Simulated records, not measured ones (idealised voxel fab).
You're looking at the process module voxel ribs on slabs.
Section cut is 260 nm wide and gridded with 5 nm square cells.
Just so we're on the same page, the cross-sections are grids of square cells, and they're listed out in bands top to bottom, each band one or more rows deep.
Each band's line starts with the height of the band's top and of its bottom, in nm. Then come its materials from left to right, each with its width in nm. One material with "all across" fills the band from edge to edge. "blank" is empty space.
Height is counted from the level 0, under which the received wafer is composed throughout of one material. The lowest of the bands is not closed at the bottom but continues downward, in the notation "top 0, no bottom".
Per-row width for "30->40": begins at first number (top row of band), ends at second number (bottom row), increment between rows held constant.
The designation "no modification", where it is given for a processing step, indicates that no cell of the cross-section was altered in the course of that step.
Entry "Non-vented voids" = empty spaces >= 8 cells with no open way to the top; each as width x height at distance, distance from left edge, all nm.
What comes after the settings on a step's line is commentary from the simulator itself on that step.
overlay nm: where the mask lay relative to plan, measured to the right, on steps with a mask; negatives go left.

-- The steps planned for the process are as follows
step 1: RECEIVE, material Si
step 2: DIRECTIONAL_DEP, material SiO2, thk nm 30
step 3: DIRECTIONAL_DEP, material polySi, thk nm 15
step 4: DIRECTIONAL_DEP, material aC, thk nm 10
step 5: PATTERN, tone cover, mask id RIB, material resist, width nm 15, thk nm 30, overlay nm 0
step 6: DIRECTIONAL_ETCH, etch materials aC, depth nm 10
step 7: STRIP, etch materials resist
step 8: DIRECTIONAL_ETCH, etch materials polySi, depth nm 10
step 9: STRIP, etch materials aC
step 10: MASKED_ETCH, tone cover, mask id SLAB, width nm 75, etch materials polySi, depth nm 5, overlay nm 0
step 11: FILL_DEP, material SiO2, thk nm 15
step 12: CMP, height nm 55
step 13: DIRECTIONAL_DEP, material W, thk nm 10
step 14: DIRECTIONAL_DEP, material aC, thk nm 15
step 15: PATTERN, tone cover, mask id HEATER, material resist, width nm 25, thk nm 30, overlay nm 0
step 16: DIRECTIONAL_ETCH, etch materials aC, depth nm 15
step 17: STRIP, etch materials resist
step 18: DIRECTIONAL_ETCH, etch materials W, depth nm 10
step 19: STRIP, etch materials aC
step 20: CONFORMAL_DEP, material SiN, thk nm 5

-- This is the cross-section of the wafer as we received it, i.e. after step 1
> top 0, no bottom  Si all across
> Non-vented voids: none

-- What the wafer looks like in cross-section after this module, when it starts as shown above and follows the plan above but one mistake is made in running it
> top 70, bottom 65  110 blank | 35 SiN | 115 blank
> top 65, bottom 60  110 blank | 5 SiN | 25 W | 5 SiN | 115 blank
> top 60, bottom 55  115 SiN | 25 W | 120 SiN
> top 55, bottom 40  SiO2 all across
> top 40, bottom 35  120 SiO2 | 15 polySi | 125 SiO2
> top 35, bottom 30  90 polySi | 30 SiO2 | 15 polySi | 30 SiO2 | 95 polySi
> top 30, bottom 0  SiO2 all across
> top 0, no bottom  Si all across
> Non-vented voids: none
It is concluded that the wafer was processed incorrectly with respect to the plan, in that in deviation from the planned setting, step 10 was conducted as MASKED_ETCH, tone open, mask id SLAB, width nm 75, etch materials polySi, depth nm 5, overlay nm 0
